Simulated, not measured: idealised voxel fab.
A process module follows: voxel fin reveal.
Displayed cross-section: cut, width of 290 nm, square cells sized 5 nm.
Cross-section spec: square-cell grid; bands listed top down; each band is one or more rows. Heights first: top, then bottom, in nm. Then materials, left to right, each with a width in nm. "full width" on a single material: fills the band edge to edge. "air": empty space. Below 0: as-received wafer, all one material; heights counted from there. Lowest band: no bottom, goes on down, written "0 nm and below". Width "30 to 40": first value at the band's top row of cells, second value at its bottom row, equal change from row to row. You'll sometimes find "nothing different" written for a step, and that's the way of saying that nowhere in the cross-section did a cell change during that step. Voids not open to the top, 8 cells minimum: see "Voids, sealed". Written width x height at distance; distance is from the left edge; nm. after a step's settings: what the simulator itself notes on the step. When a step includes a mask, the "overlay nm" setting on its line states how far to the right of its planned place that mask lay, and negative values state how far to the left.

[Below is the list of planned process steps]
1. RECEIVE: material Si
2. CONFORMAL_DEP: material SiN, thk nm 5
3. MASKED_ETCH: tone cover, mask id FINS, width nm 15, pitch nm 45, etch materials SiN, depth nm 5, overlay nm 0
4. MASKED_ETCH: tone cover, mask id FINS, width nm 15, pitch nm 45, etch materials Si, depth nm 40, overlay nm 0
5. FILL_DEP: material SiO2, thk nm 10
6. CMP: height nm 5
7. SELECTIVE_ETCH: etch materials SiO2, depth nm 20
8. STRIP: etch materials SiN
9. CONFORMAL_DEP: material HfO2, thk nm 5

[Cross-section of the wafer upon arrival, representing the state reached after step 1]
  0 nm and below | Si full width
  Voids, sealed: none

[Wafer at module end, in section. Began as above, planned as above, run with one mistake]
  10 nm to 0 nm | HfO2 full width
  0 nm and below | Si full width
  Voids, sealed: none
What was done differently from what was planned? planned and actual differ for step 2; actual: CONFORMAL_DEP: material HfO2, thk nm 5
